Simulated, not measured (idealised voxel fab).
process module | voxel transistor to metal
cross-section cut | 150 nm wide | cells 5 nm
A cross-section is a grid of square cells, given in bands from the top down. A band is one or more rows of cells.
Each band's line starts with the height of the band's top and of its bottom, in nm. Then come its materials from left to right, each with its width in nm. One material with "throughout" fills the band from edge to edge. "air" is empty space.
Height 0 is the level under which the wafer as received is all one material. The lowest band goes on downwards, as in "0 down".
A width such as "30 to 40" changes by the same amount from each row of cells to the next, from the band's top row to its bottom row.
"no change" after a step means that no cell of the cross-section changed.
closed voids: empty space of 8 cells or more with no open way to the top, each as width x height at its distance from the left edge, in nm
after a step's settings: what the simulator itself notes on the step
overlay nm, on a step with a mask: how far to the right of its planned place the mask lay; to the left if negative
Each pair below shows a cross-section before one step and the cross-section after it, down to the lowest band that changed. The line under each pair gives the step between them, with its settings. The pairs can come from different runs of this module on the same starting wafer, so a pair continues from the pair above only where its "before" says so.
before
  20 to 5: SiO2 30 | SiN 85 | SiO2 35
  5 to 0: SiO2 throughout
  0 to -30: SiO2 30 | Si 85 | SiO2 35
  -30 down: Si throughout
  closed voids: none
after
  20 to 10: air 30 | SiN 85 | air 35
  below 10: unchanged
  closed voids: none
the step between: op SELECTIVE_ETCH | etch materials SiO2 | depth nm 10
before: the cross-section after the pair above
after
  10 to 5: SiO2 30 | air 85 | SiO2 35
  below 5: unchanged
  closed voids: none
the step between: op STRIP | etch materials SiN
before: the cross-section after the pair above
after
  5 to 0: SiO2 25 | air 95 | SiO2 30
  below 0: unchanged
  closed voids: none
the step between: op SELECTIVE_ETCH | etch materials SiO2 | depth nm 5
before: the cross-section after the pair above
after
  5 to 0: SiO2 25 | air 95 | SiO2 30
  0 to -5: SiO2 throughout
  below -5: unchanged
  closed voids: none
the step between: op OXIDIZE | depth nm 5
before: the cross-section after the pair above
after
  30 to 25: polySi 25 | air 95 | polySi 30
  25 to 5: polySi throughout
  5 to 0: SiO2 25 | polySi 95 | SiO2 30
  below 0: unchanged
  closed voids: none
the step between: op DIRECTIONAL_DEP | material polySi | thk nm 25
before: the cross-section after the pair above
after
  45 to 40: SiCN 25 | air 95 | SiCN 30
  40 to 30: SiCN throughout
  30 to 25: polySi 25 | SiCN 95 | polySi 30
  below 25: unchanged
  closed voids: none
the step between: op DIRECTIONAL_DEP | material SiCN | thk nm 15
before: the cross-section after the pair above
after
  60 to 45: air 65 | resist 15 | air 70
  45 to 40: SiCN 25 | air 40 | resist 15 | air 40 | SiCN 30
  below 40: unchanged
  closed voids: none
the step between: op PATTERN | tone cover | mask id GATE | material resist | width nm 15 | thk nm 15 | overlay nm 0
before: the cross-section after the pair above
after
  60 to 40: air 65 | resist 15 | air 70
  40 to 30: air 65 | SiCN 15 | air 70
  30 to 25: polySi 25 | air 40 | SiCN 15 | air 40 | polySi 30
  below 25: unchanged
  closed voids: none
the step between: op DIRECTIONAL_ETCH | etch materials SiCN | depth nm 25
before: the cross-section after the pair above
after
  60 to 40: air 65 | resist 15 | air 70
  40 to 25: air 65 | SiCN 15 | air 70
  25 to 5: air 65 | polySi 15 | air 70
  5 to 0: SiO2 25 | air 40 | polySi 15 | air 40 | SiO2 30
  below 0: unchanged
  closed voids: none
the step between: op DIRECTIONAL_ETCH | etch materials polySi | depth nm 35
before: the cross-section after the pair above
after
  40 to 25: air 65 | SiCN 15 | air 70
  below 25: unchanged
  closed voids: none
the step between: op STRIP | etch materials resist
before: the cross-section after the pair above
after
  50 to 40: air 55 | SiN 35 | air 60
  40 to 25: air 55 | SiN 10 | SiCN 15 | SiN 10 | air 60
  25 to 15: air 55 | SiN 10 | polySi 15 | SiN 10 | air 60
  15 to 10: SiN 35 | air 20 | SiN 10 | polySi 15 | SiN 10 | air 20 | SiN 40
  10 to 5: SiN 65 | polySi 15 | SiN 70
  5 to 0: SiO2 25 | SiN 40 | polySi 15 | SiN 40 | SiO2 30
  below 0: unchanged
  closed voids: none
the step between: op CONFORMAL_DEP | material SiN | thk nm 10
before: the cross-section after the pair above
after
  40 to 25: air 55 | SiN 10 | SiCN 15 | SiN 10 | air 60
  25 to 5: air 55 | SiN 10 | polySi 15 | SiN 10 | air 60
  5 to 0: SiO2 25 | SiN 10 | air 20 | SiN 10 | polySi 15 | SiN 10 | air 20 | SiN 10 | SiO2 30
  below 0: unchanged
  closed voids: none
the step between: op DIRECTIONAL_ETCH | etch materials SiN | depth nm 10
before: the cross-section after the pair above
after
  40 to 25: air 55 | SiN 10 | SiCN 15 | SiN 10 | air 60
  25 to 5: air 55 | SiN 10 | polySi 15 | SiN 10 | air 60
  5 to 0: air 25 | SiN 10 | air 20 | SiN 10 | polySi 15 | SiN 10 | air 20 | SiN 10 | air 30
  0 to -5: SiO2 35 | air 20 | SiO2 35 | air 20 | SiO2 40
  below -5: unchanged
  closed voids: none
the step between: op DIRECTIONAL_ETCH | etch materials SiO2 | depth nm 5
before: the cross-section after the pair above
after
  40 to 25: air 55 | SiN 10 | SiCN 15 | SiN 10 | air 60
  25 to 5: air 55 | SiN 10 | polySi 15 | SiN 10 | air 60
  5 to 0: air 25 | SiN 10 | air 20 | SiN 10 | polySi 15 | SiN 10 | air 20 | SiN 10 | air 30
  0 to -5: SiO2 35 | SiGe 20 | SiO2 35 | SiGe 20 | SiO2 40
  below -5: unchanged
  closed voids: none
the step between: op EPI | material SiGe | thk nm 5
before: the cross-section after the pair above
after
  50 to 40: SiO2 throughout
  40 to 25: SiO2 55 | SiN 10 | SiCN 15 | SiN 10 | SiO2 60
  25 to 5: SiO2 55 | SiN 10 | polySi 15 | SiN 10 | SiO2 60
  5 to 0: SiO2 25 | SiN 10 | SiO2 20 | SiN 10 | polySi 15 | SiN 10 | SiO2 20 | SiN 10 | SiO2 30
  below 0: unchanged
  closed voids: none
the step between: op FILL_DEP | material SiO2 | thk nm 10
before: the cross-section after the pair above
after
  40 to 25: SiO2 55 | SiN 10 | SiCN 15 | SiN 10 | SiO2 60
  below 25: unchanged
  closed voids: none
the step between: op CMP | height nm 40
before: the cross-section after the pair above
after
  55 to 40: SiO2 throughout
  below 40: unchanged
  closed voids: none
the step between: op DIRECTIONAL_DEP | material SiO2 | thk nm 15
before: the cross-section after the pair above
after
  55 to 40: SiO2 30 | air 20 | SiO2 45 | air 20 | SiO2 35
  40 to 25: SiO2 30 | air 20 | SiO2 5 | SiN 10 | SiCN 15 | SiN 10 | SiO2 5 | air 20 | SiO2 35
  25 to 5: SiO2 30 | air 20 | SiO2 5 | SiN 10 | polySi 15 | SiN 10 | SiO2 5 | air 20 | SiO2 35
  5 to 0: SiO2 25 | SiN 10 | air 15 | SiO2 5 | SiN 10 | polySi 15 | SiN 10 | SiO2 5 | air 15 | SiN 10 | SiO2 30
  below 0: unchanged
  closed voids: none
the step between: op MASKED_ETCH | tone open | mask id CONTACT | width nm 20 | pitch nm 65 | etch materials SiO2 | depth nm 55 | overlay nm 0
before: the cross-section after the pair above
after
  60 to 55: TiN 35 | air 10 | TiN 55 | air 10 | TiN 40
  55 to 40: SiO2 30 | TiN 5 | air 10 | TiN 5 | SiO2 45 | TiN 5 | air 10 | TiN 5 | SiO2 35
  40 to 25: SiO2 30 | TiN 5 | air 10 | TiN 5 | SiO2 5 | SiN 10 | SiCN 15 | SiN 10 | SiO2 5 | TiN 5 | air 10 | TiN 5 | SiO2 35
  25 to 10: SiO2 30 | TiN 5 | air 10 | TiN 5 | SiO2 5 | SiN 10 | polySi 15 | SiN 10 | SiO2 5 | TiN 5 | air 10 | TiN 5 | SiO2 35
  10 to 5: SiO2 30 | TiN 10 | air 5 | TiN 5 | SiO2 5 | SiN 10 | polySi 15 | SiN 10 | SiO2 5 | TiN 5 | air 5 | TiN 10 | SiO2 35
  5 to 0: SiO2 25 | SiN 10 | TiN 15 | SiO2 5 | SiN 10 | polySi 15 | SiN 10 | SiO2 5 | TiN 15 | SiN 10 | SiO2 30
  below 0: unchanged
  closed voids: none
the step between: op CONFORMAL_DEP | material TiN | thk nm 5
before: the cross-section after the pair above
after
  70 to 60: W throughout
  60 to 55: TiN 35 | W 10 | TiN 55 | W 10 | TiN 40
  55 to 40: SiO2 30 | TiN 5 | W 10 | TiN 5 | SiO2 45 | TiN 5 | W 10 | TiN 5 | SiO2 35
  40 to 25: SiO2 30 | TiN 5 | W 10 | TiN 5 | SiO2 5 | SiN 10 | SiCN 15 | SiN 10 | SiO2 5 | TiN 5 | W 10 | TiN 5 | SiO2 35
  25 to 10: SiO2 30 | TiN 5 | W 10 | TiN 5 | SiO2 5 | SiN 10 | polySi 15 | SiN 10 | SiO2 5 | TiN 5 | W 10 | TiN 5 | SiO2 35
  10 to 5: SiO2 30 | TiN 10 | W 5 | TiN 5 | SiO2 5 | SiN 10 | polySi 15 | SiN 10 | SiO2 5 | TiN 5 | W 5 | TiN 10 | SiO2 35
  below 5: unchanged
  closed voids: none
the step between: op FILL_DEP | material W | thk nm 10
before: the cross-section after the pair above
after
  55 to 40: SiO2 30 | TiN 5 | W 10 | TiN 5 | SiO2 45 | TiN 5 | W 10 | TiN 5 | SiO2 35
  below 40: unchanged
  closed voids: none
the step between: op CMP | height nm 55
before: the cross-section after the pair above
after
  60 to 55: SiCN throughout
  below 55: unchanged
  closed voids: none
the step between: op CONFORMAL_DEP | material SiCN | thk nm 5
before: the cross-section after the pair above
after
  85 to 60: SiO2 throughout
  below 60: unchanged
  closed voids: none
the step between: op DIRECTIONAL_DEP | material SiO2 | thk nm 25
before: the cross-section after the pair above
after
  95 to 85: aC throughout
  below 85: unchanged
  closed voids: none
the step between: op DIRECTIONAL_DEP | material aC | thk nm 10
before: the cross-section after the pair above
after
  120 to 95: resist 30 | air 20 | resist 45 | air 20 | resist 35
  below 95: unchanged
  closed voids: none
the step between: op PATTERN | tone open | mask id METAL_1 | material resist | width nm 20 | pitch nm 65 | thk nm 25 | overlay nm 0
before: the cross-section after the pair above
after
  110 to 95: resist 30 | air 20 | resist 45 | air 20 | resist 35
  95 to 85: aC 30 | air 20 | aC 45 | air 20 | aC 35
  below 85: unchanged
  closed voids: none
the step between: op DIRECTIONAL_ETCH | etch materials aC | depth nm 10
before: the cross-section after the pair above
after
  95 to 85: aC 30 | air 20 | aC 45 | air 20 | aC 35
  below 85: unchanged
  closed voids: none
the step between: op STRIP | etch materials resist
before: the cross-section after the pair above
after
  95 to 85: aC 30 | air 20 | aC 45 | air 20 | aC 35
  85 to 60: SiO2 30 | air 20 | SiO2 45 | air 20 | SiO2 35
  below 60: unchanged
  closed voids: none
the step between: op DIRECTIONAL_ETCH | etch materials SiO2 | depth nm 25
before: the cross-section after the pair above
after
  95 to 85: aC 30 | air 20 | aC 45 | air 20 | aC 35
  85 to 60: SiO2 30 | air 20 | SiO2 45 | air 20 | SiO2 35
  60 to 55: SiCN 30 | air 20 | SiCN 45 | air 20 | SiCN 35
  below 55: unchanged
  closed voids: none
the step between: op DIRECTIONAL_ETCH | etch materials SiCN | depth nm 5
before: the cross-section after the pair above
after
  85 to 60: SiO2 30 | air 20 | SiO2 45 | air 20 | SiO2 35
  below 60: unchanged
  closed voids: none
the step between: op STRIP | etch materials aC
before: the cross-section after the pair above
after
  90 to 85: TiN 35 | air 10 | TiN 55 | air 10 | TiN 40
  85 to 60: SiO2 30 | TiN 5 | air 10 | TiN 5 | SiO2 45 | TiN 5 | air 10 | TiN 5 | SiO2 35
  60 to 55: SiCN 30 | TiN 20 | SiCN 45 | TiN 20 | SiCN 35
  below 55: unchanged
  closed voids: none
the step between: op CONFORMAL_DEP | material TiN | thk nm 5
before: the cross-section after the pair above
after
  100 to 90: Cu throughout
  90 to 85: TiN 35 | Cu 10 | TiN 55 | Cu 10 | TiN 40
  85 to 60: SiO2 30 | TiN 5 | Cu 10 | TiN 5 | SiO2 45 | TiN 5 | Cu 10 | TiN 5 | SiO2 35
  below 60: unchanged
  closed voids: none
the step between: op FILL_DEP | material Cu | thk nm 10
before: the cross-section after the pair above
after
  85 to 60: SiO2 30 | TiN 5 | Cu 10 | TiN 5 | SiO2 45 | TiN 5 | Cu 10 | TiN 5 | SiO2 35
  below 60: unchanged
  closed voids: none
the step between: op CMP | height nm 85
before: the cross-section after the pair above
after
  90 to 85: air 25 | Ru 30 | air 35 | Ru 30 | air 30
  below 85: unchanged
  closed voids: none
the step between: op EPI | material Ru | thk nm 5
before: the cross-section after the pair above
after
  95 to 90: SiCN throughout
  90 to 85: SiCN 25 | Ru 30 | SiCN 35 | Ru 30 | SiCN 30
  below 85: unchanged
  closed voids: none
the step between: op FILL_DEP | material SiCN | thk nm 5
before: the cross-section after the pair above
after
  120 to 95: SiO2 throughout
  below 95: unchanged
  closed voids: none
the step between: op DIRECTIONAL_DEP | material SiO2 | thk nm 25
before: the cross-section after the pair above
after
  140 to 120: resist 30 | air 20 | resist 45 | air 20 | resist 35
  below 120: unchanged
  closed voids: none
the step between: op PATTERN | tone open | mask id METAL_2 | material resist | width nm 20 | pitch nm 65 | thk nm 20 | overlay nm 0
before: the cross-section after the pair above
after
  140 to 120: resist 30 | air 20 | resist 45 | air 20 | resist 35
  120 to 105: SiO2 30 | air 20 | SiO2 45 | air 20 | SiO2 35
  below 105: unchanged
  closed voids: none
the step between: op DIRECTIONAL_ETCH | etch materials SiO2 | depth nm 15
before: the cross-section after the pair above
after
  120 to 105: SiO2 30 | air 20 | SiO2 45 | air 20 | SiO2 35
  below 105: unchanged
  closed voids: none
the step between: op STRIP | etch materials resist
before: the cross-section after the pair above
after
  130 to 120: aC 30 | air 20 | aC 45 | air 20 | aC 35
  120 to 115: SiO2 30 | air 20 | SiO2 45 | air 20 | SiO2 35
  115 to 105: SiO2 30 | aC 20 | SiO2 45 | aC 20 | SiO2 35
  below 105: unchanged
  closed voids: none
the step between: op DIRECTIONAL_DEP | material aC | thk nm 10
before: the cross-section after the pair above
after
  160 to 130: resist 30 | air 15 | resist 50 | air 15 | resist 40
  130 to 120: aC 30 | air 15 | resist 5 | aC 45 | air 15 | resist 5 | aC 35
  120 to 115: SiO2 30 | air 15 | resist 5 | SiO2 45 | air 15 | resist 5 | SiO2 35
  below 115: unchanged
  closed voids: none
the step between: op PATTERN | tone open | mask id METAL_2_HOLES | material resist | width nm 15 | pitch nm 65 | thk nm 30 | overlay nm 0
before: the cross-section after the pair above
after
  150 to 130: resist 30 | air 15 | resist 50 | air 15 | resist 40
  130 to 120: aC 30 | air 15 | resist 5 | aC 45 | air 15 | resist 5 | aC 35
  120 to 115: SiO2 30 | air 15 | resist 5 | SiO2 45 | air 15 | resist 5 | SiO2 35
  115 to 105: SiO2 30 | air 15 | aC 5 | SiO2 45 | air 15 | aC 5 | SiO2 35
  below 105: unchanged
  closed voids: none
the step between: op DIRECTIONAL_ETCH | etch materials aC | depth nm 10
before: the cross-section after the pair above
after
  130 to 120: aC 30 | air 20 | aC 45 | air 20 | aC 35
  120 to 115: SiO2 30 | air 20 | SiO2 45 | air 20 | SiO2 35
  below 115: unchanged
  closed voids: none
the step between: op STRIP | etch materials resist
before: the cross-section after the pair above
after
  130 to 120: aC 30 | air 20 | aC 45 | air 20 | aC 35
  120 to 115: SiO2 30 | air 20 | SiO2 45 | air 20 | SiO2 35
  115 to 105: SiO2 30 | air 15 | aC 5 | SiO2 45 | air 15 | aC 5 | SiO2 35
  105 to 95: SiO2 30 | air 15 | SiO2 50 | air 15 | SiO2 40
  below 95: unchanged
  closed voids: none
the step between: op DIRECTIONAL_ETCH | etch materials SiO2 | depth nm 10
before: the cross-section after the pair above
after
  130 to 120: aC 30 | air 20 | aC 45 | air 20 | aC 35
  120 to 115: SiO2 30 | air 20 | SiO2 45 | air 20 | SiO2 35
  115 to 105: SiO2 30 | air 15 | aC 5 | SiO2 45 | air 15 | aC 5 | SiO2 35
  105 to 95: SiO2 30 | air 15 | SiO2 50 | air 15 | SiO2 40
  95 to 90: SiCN 30 | air 15 | SiCN 50 | air 15 | SiCN 40
  below 90: unchanged
  closed voids: none
the step between: op DIRECTIONAL_ETCH | etch materials SiCN | depth nm 5
before: the cross-section after the pair above
after
  120 to 105: SiO2 30 | air 20 | SiO2 45 | air 20 | SiO2 35
  below 105: unchanged
  closed voids: none
the step between: op STRIP | etch materials aC
before: the cross-section after the pair above
after
  125 to 120: TiN 35 | air 10 | TiN 55 | air 10 | TiN 40
  120 to 110: SiO2 30 | TiN 5 | air 10 | TiN 5 | SiO2 45 | TiN 5 | air 10 | TiN 5 | SiO2 35
  110 to 105: SiO2 30 | TiN 5 | air 5 | TiN 10 | SiO2 45 | TiN 5 | air 5 | TiN 10 | SiO2 35
  105 to 95: SiO2 30 | TiN 5 | air 5 | TiN 5 | SiO2 50 | TiN 5 | air 5 | TiN 5 | SiO2 40
  95 to 90: SiCN 30 | TiN 15 | SiCN 50 | TiN 15 | SiCN 40
  below 90: unchanged
  closed voids: none
the step between: op CONFORMAL_DEP | material TiN | thk nm 5
before: the cross-section after the pair above
after
  130 to 125: Cu throughout
  125 to 120: TiN 35 | Cu 10 | TiN 55 | Cu 10 | TiN 40
  120 to 110: SiO2 30 | TiN 5 | Cu 10 | TiN 5 | SiO2 45 | TiN 5 | Cu 10 | TiN 5 | SiO2 35
  110 to 105: SiO2 30 | TiN 5 | Cu 5 | TiN 10 | SiO2 45 | TiN 5 | Cu 5 | TiN 10 | SiO2 35
  105 to 95: SiO2 30 | TiN 5 | Cu 5 | TiN 5 | SiO2 50 | TiN 5 | Cu 5 | TiN 5 | SiO2 40
  below 95: unchanged
  closed voids: none
the step between: op FILL_DEP | material Cu | thk nm 5
before: the cross-section after the pair above
after
  120 to 110: SiO2 30 | TiN 5 | Cu 10 | TiN 5 | SiO2 45 | TiN 5 | Cu 10 | TiN 5 | SiO2 35
  below 110: unchanged
  closed voids: none
the step between: op CMP | height nm 120
before: the cross-section after the pair above
after
  125 to 120: SiN throughout
  below 120: unchanged
  closed voids: none
the step between: op CONFORMAL_DEP | material SiN | thk nm 5
before
  130 to 120: aC 30 | air 20 | aC 45 | air 20 | aC 35
  120 to 115: SiO2 30 | air 20 | SiO2 45 | air 20 | SiO2 35
  115 to 105: SiO2 30 | aC 20 | SiO2 45 | aC 20 | SiO2 35
  105 to 95: SiO2 throughout
  95 to 90: SiCN throughout
  90 to 85: SiCN 25 | Ru 30 | SiCN 35 | Ru 30 | SiCN 30
  85 to 60: SiO2 30 | TiN 5 | Cu 10 | TiN 5 | SiO2 45 | TiN 5 | Cu 10 | TiN 5 | SiO2 35
  60 to 55: SiCN 30 | TiN 20 | SiCN 45 | TiN 20 | SiCN 35
  55 to 40: SiO2 30 | TiN 5 | W 10 | TiN 5 | SiO2 45 | TiN 5 | W 10 | TiN 5 | SiO2 35
  40 to 25: SiO2 30 | TiN 5 | W 10 | TiN 5 | SiO2 5 | SiN 10 | SiCN 15 | SiN 10 | SiO2 5 | TiN 5 | W 10 | TiN 5 | SiO2 35
  25 to 5: SiO2 30 | TiN 5 | W 10 | TiN 5 | SiO2 5 | SiN 10 | polySi 15 | SiN 10 | SiO2 5 | TiN 5 | W 10 | TiN 5 | SiO2 35
  5 to 0: SiO2 20 | SiN 10 | TiN 20 | SiO2 5 | SiN 10 | polySi 15 | SiN 10 | SiO2 5 | TiN 20 | SiN 10 | SiO2 25
  0 to -5: SiO2 30 | SiGe 25 | SiO2 35 | SiGe 25 | SiO2 35
  -5 to -30: SiO2 25 | Si 95 | SiO2 30
  -30 down: Si throughout
  closed voids: none
after
  160 to 130: resist 40 | air 15 | resist 50 | air 15 | resist 30
  130 to 120: aC 30 | resist 10 | air 10 | aC 45 | resist 10 | air 10 | aC 35
  120 to 115: SiO2 30 | resist 10 | air 10 | SiO2 45 | resist 10 | air 10 | SiO2 35
  below 115: unchanged
  closed voids: none
the step between: op PATTERN | tone open | mask id METAL_2_HOLES | material resist | width nm 15 | pitch nm 65 | thk nm 30 | overlay nm 10
before: the cross-section after the pair above
after
  150 to 130: resist 40 | air 15 | resist 50 | air 15 | resist 30
  130 to 120: aC 30 | resist 10 | air 15 | aC 40 | resist 10 | air 15 | aC 30
  120 to 115: SiO2 30 | resist 10 | air 10 | SiO2 45 | resist 10 | air 10 | SiO2 35
  115 to 105: SiO2 30 | aC 10 | air 10 | SiO2 45 | aC 10 | air 10 | SiO2 35
  below 105: unchanged
  closed voids: none
the step between: op DIRECTIONAL_ETCH | etch materials aC | depth nm 10
before: the cross-section after the pair above
after
  130 to 120: aC 30 | air 25 | aC 40 | air 25 | aC 30
  120 to 115: SiO2 30 | air 20 | SiO2 45 | air 20 | SiO2 35
  below 115: unchanged
  closed voids: none
the step between: op STRIP | etch materials resist
before: the cross-section after the pair above
after
  130 to 120: aC 30 | air 25 | aC 40 | air 25 | aC 30
  120 to 115: SiO2 30 | air 25 | SiO2 40 | air 25 | SiO2 30
  115 to 105: SiO2 30 | aC 10 | air 15 to 10 | SiO2 40 to 45 | aC 10 | air 15 to 10 | SiO2 30 to 35
  105 to 95: SiO2 40 | air 10 | SiO2 55 | air 10 | SiO2 35
  below 95: unchanged
  closed voids: none
the step between: op DIRECTIONAL_ETCH | etch materials SiO2 | depth nm 10
before: the cross-section after the pair above
after
  130 to 120: aC 30 | air 25 | aC 40 | air 25 | aC 30
  120 to 115: SiO2 30 | air 25 | SiO2 40 | air 25 | SiO2 30
  115 to 105: SiO2 30 | aC 10 | air 15 to 10 | SiO2 40 to 45 | aC 10 | air 15 to 10 | SiO2 30 to 35
  105 to 95: SiO2 40 | air 10 | SiO2 55 | air 10 | SiO2 35
  95 to 90: SiCN 40 | air 10 | SiCN 55 | air 10 | SiCN 35
  below 90: unchanged
  closed voids: none
the step between: op DIRECTIONAL_ETCH | etch materials SiCN | depth nm 5
before: the cross-section after the pair above
after
  120 to 110: SiO2 30 | air 25 | SiO2 40 | air 25 | SiO2 30
  110 to 105: SiO2 30 | air 20 | SiO2 45 | air 20 | SiO2 35
  below 105: unchanged
  closed voids: none
the step between: op STRIP | etch materials aC
before: the cross-section after the pair above
after
  125 to 120: TiN 35 | air 15 | TiN 50 | air 15 | TiN 35
  120 to 110: SiO2 30 | TiN 5 | air 15 to 10 | TiN 5 to 10 | SiO2 40 | TiN 5 | air 15 to 10 | TiN 5 to 10 | SiO2 30
  110 to 105: SiO2 30 | TiN 20 | SiO2 45 | TiN 20 | SiO2 35
  105 to 95: SiO2 40 | TiN 10 | SiO2 55 | TiN 10 | SiO2 35
  95 to 90: SiCN 40 | TiN 10 | SiCN 55 | TiN 10 | SiCN 35
  below 90: unchanged
  closed voids: none
the step between: op CONFORMAL_DEP | material TiN | thk nm 5
before: the cross-section after the pair above
after
  130 to 125: Cu throughout
  125 to 120: TiN 35 | Cu 15 | TiN 50 | Cu 15 | TiN 35
  120 to 110: SiO2 30 | TiN 5 | Cu 15 to 10 | TiN 5 to 10 | SiO2 40 | TiN 5 | Cu 15 to 10 | TiN 5 to 10 | SiO2 30
  below 110: unchanged
  closed voids: none
the step between: op FILL_DEP | material Cu | thk nm 5
before: the cross-section after the pair above
after
  120 to 110: SiO2 30 | TiN 5 | Cu 15 to 10 | TiN 5 to 10 | SiO2 40 | TiN 5 | Cu 15 to 10 | TiN 5 to 10 | SiO2 30
  below 110: unchanged
  closed voids: none
the step between: op CMP | height nm 120
before: the cross-section after the pair above
after
  125 to 120: SiN throughout
  below 120: unchanged
  closed voids: none
the step between: op CONFORMAL_DEP | material SiN | thk nm 5
before
  85 to 60: SiO2 30 | air 20 | SiO2 45 | air 20 | SiO2 35
  60 to 55: SiCN 30 | air 20 | SiCN 45 | air 20 | SiCN 35
  55 to 40: SiO2 30 | TiN 5 | W 10 | TiN 5 | SiO2 45 | TiN 5 | W 10 | TiN 5 | SiO2 35
  40 to 25: SiO2 30 | TiN 5 | W 10 | TiN 5 | SiO2 5 | SiN 10 | SiCN 15 | SiN 10 | SiO2 5 | TiN 5 | W 10 | TiN 5 | SiO2 35
  25 to 5: SiO2 30 | TiN 5 | W 10 | TiN 5 | SiO2 5 | SiN 10 | polySi 15 | SiN 10 | SiO2 5 | TiN 5 | W 10 | TiN 5 | SiO2 35
  5 to 0: SiO2 20 | SiN 10 | TiN 20 | SiO2 5 | SiN 10 | polySi 15 | SiN 10 | SiO2 5 | TiN 20 | SiN 10 | SiO2 25
  0 to -5: SiO2 30 | SiGe 25 | SiO2 35 | SiGe 25 | SiO2 35
  -5 to -30: SiO2 25 | Si 95 | SiO2 30
  -30 down: Si throughout
  closed voids: none
after
  90 to 85: W 35 | air 10 | W 55 | air 10 | W 40
  85 to 60: SiO2 30 | W 5 | air 10 | W 5 | SiO2 45 | W 5 | air 10 | W 5 | SiO2 35
  60 to 55: SiCN 30 | W 20 | SiCN 45 | W 20 | SiCN 35
  below 55: unchanged
  closed voids: none
the step between: op CONFORMAL_DEP | material W | thk nm 5
before: the cross-section after the pair above
after
  100 to 90: Cu throughout
  90 to 85: W 35 | Cu 10 | W 55 | Cu 10 | W 40
  85 to 60: SiO2 30 | W 5 | Cu 10 | W 5 | SiO2 45 | W 5 | Cu 10 | W 5 | SiO2 35
  below 60: unchanged
  closed voids: none
the step between: op FILL_DEP | material Cu | thk nm 10
before: the cross-section after the pair above
after
  85 to 60: SiO2 30 | W 5 | Cu 10 | W 5 | SiO2 45 | W 5 | Cu 10 | W 5 | SiO2 35
  below 60: unchanged
  closed voids: none
the step between: op CMP | height nm 85
before: the cross-section after the pair above
after
  90 to 85: air 25 | Ru 30 | air 35 | Ru 30 | air 30
  below 85: unchanged
  closed voids: none
the step between: op EPI | material Ru | thk nm 5
before: the cross-section after the pair above
after
  95 to 90: SiCN throughout
  90 to 85: SiCN 25 | Ru 30 | SiCN 35 | Ru 30 | SiCN 30
  below 85: unchanged
  closed voids: none
the step between: op FILL_DEP | material SiCN | thk nm 5
before: the cross-section after the pair above
after
  120 to 95: SiO2 throughout
  below 95: unchanged
  closed voids: none
the step between: op DIRECTIONAL_DEP | material SiO2 | thk nm 25
before: the cross-section after the pair above
after
  140 to 120: resist 30 | air 20 | resist 45 | air 20 | resist 35
  below 120: unchanged
  closed voids: none
the step between: op PATTERN | tone open | mask id METAL_2 | material resist | width nm 20 | pitch nm 65 | thk nm 20 | overlay nm 0
before: the cross-section after the pair above
after
  140 to 120: resist 30 | air 20 | resist 45 | air 20 | resist 35
  120 to 105: SiO2 30 | air 20 | SiO2 45 | air 20 | SiO2 35
  below 105: unchanged
  closed voids: none
the step between: op DIRECTIONAL_ETCH | etch materials SiO2 | depth nm 15
before: the cross-section after the pair above
after
  120 to 105: SiO2 30 | air 20 | SiO2 45 | air 20 | SiO2 35
  below 105: unchanged
  closed voids: none
the step between: op STRIP | etch materials resist
before: the cross-section after the pair above
after
  130 to 120: aC 30 | air 20 | aC 45 | air 20 | aC 35
  120 to 115: SiO2 30 | air 20 | SiO2 45 | air 20 | SiO2 35
  115 to 105: SiO2 30 | aC 20 | SiO2 45 | aC 20 | SiO2 35
  below 105: unchanged
  closed voids: none
the step between: op DIRECTIONAL_DEP | material aC | thk nm 10
before: the cross-section after the pair above
after
  160 to 130: resist 30 | air 15 | resist 50 | air 15 | resist 40
  130 to 120: aC 30 | air 15 | resist 5 | aC 45 | air 15 | resist 5 | aC 35
  120 to 115: SiO2 30 | air 15 | resist 5 | SiO2 45 | air 15 | resist 5 | SiO2 35
  below 115: unchanged
  closed voids: none
the step between: op PATTERN | tone open | mask id METAL_2_HOLES | material resist | width nm 15 | pitch nm 65 | thk nm 30 | overlay nm 0
before: the cross-section after the pair above
after
  150 to 130: resist 30 | air 15 | resist 50 | air 15 | resist 40
  130 to 120: aC 30 | air 15 | resist 5 | aC 45 | air 15 | resist 5 | aC 35
  120 to 115: SiO2 30 | air 15 | resist 5 | SiO2 45 | air 15 | resist 5 | SiO2 35
  115 to 105: SiO2 30 | air 15 | aC 5 | SiO2 45 | air 15 | aC 5 | SiO2 35
  below 105: unchanged
  closed voids: none
the step between: op DIRECTIONAL_ETCH | etch materials aC | depth nm 10
before: the cross-section after the pair above
after
  130 to 120: aC 30 | air 20 | aC 45 | air 20 | aC 35
  120 to 115: SiO2 30 | air 20 | SiO2 45 | air 20 | SiO2 35
  below 115: unchanged
  closed voids: none
the step between: op STRIP | etch materials resist
before: the cross-section after the pair above
after
  130 to 120: aC 30 | air 20 | aC 45 | air 20 | aC 35
  120 to 115: SiO2 30 | air 20 | SiO2 45 | air 20 | SiO2 35
  115 to 105: SiO2 30 | air 15 | aC 5 | SiO2 45 | air 15 | aC 5 | SiO2 35
  105 to 95: SiO2 30 | air 15 | SiO2 50 | air 15 | SiO2 40
  below 95: unchanged
  closed voids: none
the step between: op DIRECTIONAL_ETCH | etch materials SiO2 | depth nm 10
before: the cross-section after the pair above
after
  130 to 120: aC 30 | air 20 | aC 45 | air 20 | aC 35
  120 to 115: SiO2 30 | air 20 | SiO2 45 | air 20 | SiO2 35
  115 to 105: SiO2 30 | air 15 | aC 5 | SiO2 45 | air 15 | aC 5 | SiO2 35
  105 to 95: SiO2 30 | air 15 | SiO2 50 | air 15 | SiO2 40
  95 to 90: SiCN 30 | air 15 | SiCN 50 | air 15 | SiCN 40
  below 90: unchanged
  closed voids: none
the step between: op DIRECTIONAL_ETCH | etch materials SiCN | depth nm 5
before: the cross-section after the pair above
after
  120 to 105: SiO2 30 | air 20 | SiO2 45 | air 20 | SiO2 35
  below 105: unchanged
  closed voids: none
the step between: op STRIP | etch materials aC
before: the cross-section after the pair above
after
  125 to 120: TiN 35 | air 10 | TiN 55 | air 10 | TiN 40
  120 to 110: SiO2 30 | TiN 5 | air 10 | TiN 5 | SiO2 45 | TiN 5 | air 10 | TiN 5 | SiO2 35
  110 to 105: SiO2 30 | TiN 5 | air 5 | TiN 10 | SiO2 45 | TiN 5 | air 5 | TiN 10 | SiO2 35
  105 to 95: SiO2 30 | TiN 5 | air 5 | TiN 5 | SiO2 50 | TiN 5 | air 5 | TiN 5 | SiO2 40
  95 to 90: SiCN 30 | TiN 15 | SiCN 50 | TiN 15 | SiCN 40
  below 90: unchanged
  closed voids: none
the step between: op CONFORMAL_DEP | material TiN | thk nm 5
